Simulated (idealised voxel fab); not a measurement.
Process module in this document: voxel self aligned vias
In the cross-section labelled cut, the width is 175 nm and each square cell is 5 nm.
Think of the cross-section as a grid of square cells. We describe it in bands, top to bottom, and each band covers one or more rows of those cells. Top, bottom (nm), then materials left to right with widths (nm); lone material tagged "all across" fills the whole band edge to edge; "air" = empty space. We count height from 0. Below that, the starting wafer is all one material. The lowest band never ends at the bottom but goes on down; see "0 nm and below" for how that is written. Top row gets the first number, bottom row gets the second, and each row in between changes by the same step: that is how a band width like "30 to 40" works. Reading "no alteration" for a step: not a cell of the cross-section changed in it. Under "Unvented internal voids" you'll find the enclosed gaps, the ones with no way out to the top, that are 8 cells or bigger; each reads width x height at distance, with distance counted from the left edge, everything in nm. Past the settings on a step's line: simulator remark, on that step. When a step includes a mask, the "overlay nm" setting on its line states how far to the right of its planned place that mask lay, and negative values state how far to the left.
Process steps - plan:
- 1: RECEIVE, material Si
- 2: CONFORMAL_DEP, material SiO2, thk nm 10
- 3: CONFORMAL_DEP, material SiCN, thk nm 5
- 4: DIRECTIONAL_DEP, material SiO2, thk nm 20
- 5: DIRECTIONAL_DEP, material aC, thk nm 10
- 6: PATTERN, tone open, mask id LINES, material resist, width nm 20, pitch nm 50, thk nm 25, overlay nm 0
- 7: DIRECTIONAL_ETCH, etch materials aC, depth nm 10
- 8: STRIP, etch materials resist
- 9: DIRECTIONAL_ETCH, etch materials SiO2, depth nm 20
- 10: STRIP, etch materials aC
- 11: CONFORMAL_DEP, material TiN, thk nm 5
- 12: FILL_DEP, material W, thk nm 5
- 13: CMP, height nm 35
- 14: SELECTIVE_ETCH, etch materials W Ru TiN, depth nm 5
- 15: FILL_DEP, material SiN, thk nm 10
- 16: CMP, height nm 35
- 17: DIRECTIONAL_DEP, material SiO2, thk nm 15
- 18: MASKED_ETCH, tone open, mask id VIAS, width nm 30, pitch nm 100, etch materials SiO2, depth nm 15, overlay nm 0
- 19: MASKED_ETCH, tone open, mask id VIAS, width nm 30, pitch nm 100, etch materials SiN, depth nm 5, overlay nm 0
- 20: CONFORMAL_DEP, material TiN, thk nm 5
- 21: FILL_DEP, material Ru, thk nm 5
- 22: CMP, height nm 50
- 23: CONFORMAL_DEP, material SiCN, thk nm 5
Concerning the first of two wafers, which was run in accordance with the plan:
Step 1 complete: cross-section of the wafer as received:
* 0 nm and below | Si all across
* Unvented internal voids: none
You're looking at a cross-section of the wafer after step 2:
* 10 nm to 0 nm | SiO2 all across
* Beneath the level 0, the cross-section is identical to its previous state.
You're looking at a cross-section of the wafer after step 3:
* 15 nm to 10 nm | SiCN all across
* Beneath the level 10, the cross-section is identical to its previous state.
You're looking at a cross-section of the wafer after step 4:
* 35 nm to 15 nm | SiO2 all across
* Beneath the level 15, the cross-section is identical to its previous state.
You're looking at a cross-section of the wafer after step 5:
* 45 nm to 35 nm | aC all across
* Beneath the level 35, the cross-section is identical to its previous state.
You're looking at a cross-section of the wafer after step 6:
* 70 nm to 45 nm | 25 nm resist / 20 nm air / 30 nm resist / 20 nm air / 30 nm resist / 20 nm air / 30 nm resist
* Beneath the level 45, the cross-section is identical to its previous state.
You're looking at a cross-section of the wafer after step 7:
* 60 nm to 45 nm | 25 nm resist / 20 nm air / 30 nm resist / 20 nm air / 30 nm resist / 20 nm air / 30 nm resist
* 45 nm to 35 nm | 25 nm aC / 20 nm air / 30 nm aC / 20 nm air / 30 nm aC / 20 nm air / 30 nm aC
* Beneath the level 35, the cross-section is identical to its previous state.
You're looking at a cross-section of the wafer after step 8:
* 45 nm to 35 nm | 25 nm aC / 20 nm air / 30 nm aC / 20 nm air / 30 nm aC / 20 nm air / 30 nm aC
* Beneath the level 35, the cross-section is identical to its previous state.
You're looking at a cross-section of the wafer after step 9:
* 45 nm to 35 nm | 25 nm aC / 20 nm air / 30 nm aC / 20 nm air / 30 nm aC / 20 nm air / 30 nm aC
* 35 nm to 15 nm | 25 nm SiO2 / 20 nm air / 30 nm SiO2 / 20 nm air / 30 nm SiO2 / 20 nm air / 30 nm SiO2
* Beneath the level 15, the cross-section is identical to its previous state.
You're looking at a cross-section of the wafer after step 10:
* 35 nm to 15 nm | 25 nm SiO2 / 20 nm air / 30 nm SiO2 / 20 nm air / 30 nm SiO2 / 20 nm air / 30 nm SiO2
* Beneath the level 15, the cross-section is identical to its previous state.
You're looking at a cross-section of the wafer after step 11:
* 40 nm to 35 nm | 30 nm TiN / 10 nm air / 40 nm TiN / 10 nm air / 40 nm TiN / 10 nm air / 35 nm TiN
* 35 nm to 20 nm | 25 nm SiO2 / 5 nm TiN / 10 nm air / 5 nm TiN / 30 nm SiO2 / 5 nm TiN / 10 nm air / 5 nm TiN / 30 nm SiO2 / 5 nm TiN / 10 nm air / 5 nm TiN / 30 nm SiO2
* 20 nm to 15 nm | 25 nm SiO2 / 20 nm TiN / 30 nm SiO2 / 20 nm TiN / 30 nm SiO2 / 20 nm TiN / 30 nm SiO2
* Beneath the level 15, the cross-section is identical to its previous state.
You're looking at a cross-section of the wafer after step 12:
* 45 nm to 40 nm | W all across
* 40 nm to 35 nm | 30 nm TiN / 10 nm W / 40 nm TiN / 10 nm W / 40 nm TiN / 10 nm W / 35 nm TiN
* 35 nm to 20 nm | 25 nm SiO2 / 5 nm TiN / 10 nm W / 5 nm TiN / 30 nm SiO2 / 5 nm TiN / 10 nm W / 5 nm TiN / 30 nm SiO2 / 5 nm TiN / 10 nm W / 5 nm TiN / 30 nm SiO2
* Beneath the level 20, the cross-section is identical to its previous state.
You're looking at a cross-section of the wafer after step 13:
* 35 nm to 20 nm | 25 nm SiO2 / 5 nm TiN / 10 nm W / 5 nm TiN / 30 nm SiO2 / 5 nm TiN / 10 nm W / 5 nm TiN / 30 nm SiO2 / 5 nm TiN / 10 nm W / 5 nm TiN / 30 nm SiO2
* Beneath the level 20, the cross-section is identical to its previous state.
You're looking at a cross-section of the wafer after step 14:
* 35 nm to 30 nm | 25 nm SiO2 / 20 nm air / 30 nm SiO2 / 20 nm air / 30 nm SiO2 / 20 nm air / 30 nm SiO2
* Beneath the level 30, the cross-section is identical to its previous state.
You're looking at a cross-section of the wafer after step 15:
* 45 nm to 35 nm | SiN all across
* 35 nm to 30 nm | 25 nm SiO2 / 20 nm SiN / 30 nm SiO2 / 20 nm SiN / 30 nm SiO2 / 20 nm SiN / 30 nm SiO2
* Beneath the level 30, the cross-section is identical to its previous state.
You're looking at a cross-section of the wafer after step 16:
* 35 nm to 30 nm | 25 nm SiO2 / 20 nm SiN / 30 nm SiO2 / 20 nm SiN / 30 nm SiO2 / 20 nm SiN / 30 nm SiO2
* Beneath the level 30, the cross-section is identical to its previous state.
You're looking at a cross-section of the wafer after step 17:
* 50 nm to 35 nm | SiO2 all across
* Beneath the level 35, the cross-section is identical to its previous state.
You're looking at a cross-section of the wafer after step 18:
* 50 nm to 35 nm | 20 nm SiO2 / 30 nm air / 70 nm SiO2 / 30 nm air / 25 nm SiO2
* Beneath the level 35, the cross-section is identical to its previous state.
You're looking at a cross-section of the wafer after step 19:
* 50 nm to 35 nm | 20 nm SiO2 / 30 nm air / 70 nm SiO2 / 30 nm air / 25 nm SiO2
* 35 nm to 30 nm | 25 nm SiO2 / 20 nm air / 30 nm SiO2 / 20 nm SiN / 30 nm SiO2 / 20 nm air / 30 nm SiO2
* Beneath the level 30, the cross-section is identical to its previous state.
You're looking at a cross-section of the wafer after step 20:
* 55 nm to 50 nm | 25 nm TiN / 20 nm air / 80 nm TiN / 20 nm air / 30 nm TiN
* 50 nm to 40 nm | 20 nm SiO2 / 5 nm TiN / 20 nm air / 5 nm TiN / 70 nm SiO2 / 5 nm TiN / 20 nm air / 5 nm TiN / 25 nm SiO2
* 40 nm to 35 nm | 20 nm SiO2 / 10 nm TiN / 10 nm air / 10 nm TiN / 70 nm SiO2 / 10 nm TiN / 10 nm air / 10 nm TiN / 25 nm SiO2
* 35 nm to 30 nm | 25 nm SiO2 / 20 nm TiN / 30 nm SiO2 / 20 nm SiN / 30 nm SiO2 / 20 nm TiN / 30 nm SiO2
* Beneath the level 30, the cross-section is identical to its previous state.
You're looking at a cross-section of the wafer after step 21:
* 60 nm to 55 nm | Ru all across
* 55 nm to 50 nm | 25 nm TiN / 20 nm Ru / 80 nm TiN / 20 nm Ru / 30 nm TiN
* 50 nm to 40 nm | 20 nm SiO2 / 5 nm TiN / 20 nm Ru / 5 nm TiN / 70 nm SiO2 / 5 nm TiN / 20 nm Ru / 5 nm TiN / 25 nm SiO2
* 40 nm to 35 nm | 20 nm SiO2 / 10 nm TiN / 10 nm Ru / 10 nm TiN / 70 nm SiO2 / 10 nm TiN / 10 nm Ru / 10 nm TiN / 25 nm SiO2
* Beneath the level 35, the cross-section is identical to its previous state.
You're looking at a cross-section of the wafer after step 22:
* 50 nm to 40 nm | 20 nm SiO2 / 5 nm TiN / 20 nm Ru / 5 nm TiN / 70 nm SiO2 / 5 nm TiN / 20 nm Ru / 5 nm TiN / 25 nm SiO2
* Beneath the level 40, the cross-section is identical to its previous state.
You're looking at a cross-section of the wafer after step 23:
* 55 nm to 50 nm | SiCN all across
* Beneath the level 50, the cross-section is identical to its previous state.
Okay, second wafer. Nothing different at the start, nothing different in the plan, just one mistake somewhere in the running. As far as step 17, counting that step, it's the first wafer all over again:
The second wafer in cross-section, at the planned close of step 18:
* 50 nm to 35 nm | 20 nm SiO2 / 30 nm air / 70 nm SiO2 / 30 nm air / 25 nm SiO2
* 35 nm to 30 nm | 20 nm SiO2 / 5 nm air / 20 nm SiN / 5 nm air / 25 nm SiO2 / 20 nm SiN / 25 nm SiO2 / 5 nm air / 20 nm SiN / 5 nm air / 25 nm SiO2
* 30 nm to 20 nm | 20 nm SiO2 / 5 nm air / 5 nm TiN / 10 nm W / 5 nm TiN / 5 nm air / 25 nm SiO2 / 5 nm TiN / 10 nm W / 5 nm TiN / 25 nm SiO2 / 5 nm air / 5 nm TiN / 10 nm W / 5 nm TiN / 5 nm air / 25 nm SiO2
* Beneath the level 20, the cross-section is identical to its previous state.
The second wafer in cross-section, at the planned close of step 19:
* 50 nm to 35 nm | 20 nm SiO2 / 30 nm air / 70 nm SiO2 / 30 nm air / 25 nm SiO2
* 35 nm to 30 nm | 20 nm SiO2 / 30 nm air / 25 nm SiO2 / 20 nm SiN / 25 nm SiO2 / 30 nm air / 25 nm SiO2
* Beneath the level 30, the cross-section is identical to its previous state.
The second wafer in cross-section, at the planned close of step 20:
* 55 nm to 50 nm | 25 nm TiN / 20 nm air / 80 nm TiN / 20 nm air / 30 nm TiN
* 50 nm to 35 nm | 20 nm SiO2 / 5 nm TiN / 20 nm air / 5 nm TiN / 70 nm SiO2 / 5 nm TiN / 20 nm air / 5 nm TiN / 25 nm SiO2
* 35 nm to 30 nm | 20 nm SiO2 / 30 nm TiN / 25 nm SiO2 / 20 nm SiN / 25 nm SiO2 / 30 nm TiN / 25 nm SiO2
* 30 nm to 20 nm | 20 nm SiO2 / 10 nm TiN / 10 nm W / 10 nm TiN / 25 nm SiO2 / 5 nm TiN / 10 nm W / 5 nm TiN / 25 nm SiO2 / 10 nm TiN / 10 nm W / 10 nm TiN / 25 nm SiO2
* Beneath the level 20, the cross-section is identical to its previous state.
The second wafer in cross-section, at the planned close of step 21:
* 60 nm to 55 nm | Ru all across
* 55 nm to 50 nm | 25 nm TiN / 20 nm Ru / 80 nm TiN / 20 nm Ru / 30 nm TiN
* 50 nm to 35 nm | 20 nm SiO2 / 5 nm TiN / 20 nm Ru / 5 nm TiN / 70 nm SiO2 / 5 nm TiN / 20 nm Ru / 5 nm TiN / 25 nm SiO2
* Beneath the level 35, the cross-section is identical to its previous state.
The second wafer in cross-section, at the planned close of step 22:
* 50 nm to 35 nm | 20 nm SiO2 / 5 nm TiN / 20 nm Ru / 5 nm TiN / 70 nm SiO2 / 5 nm TiN / 20 nm Ru / 5 nm TiN / 25 nm SiO2
* Beneath the level 35, the cross-section is identical to its previous state.
The second wafer in cross-section, at the planned close of step 23:
* 55 nm to 50 nm | SiCN all across
* Beneath the level 50, the cross-section is identical to its previous state.
Against the plan, the run slipped here: the plan's step 18 ran twice
Per the end-of-run cell counts, the second wafer holds more or fewer of some materials than the first: 4 more of Ru, 12 fewer of SiO2, 8 more of TiN
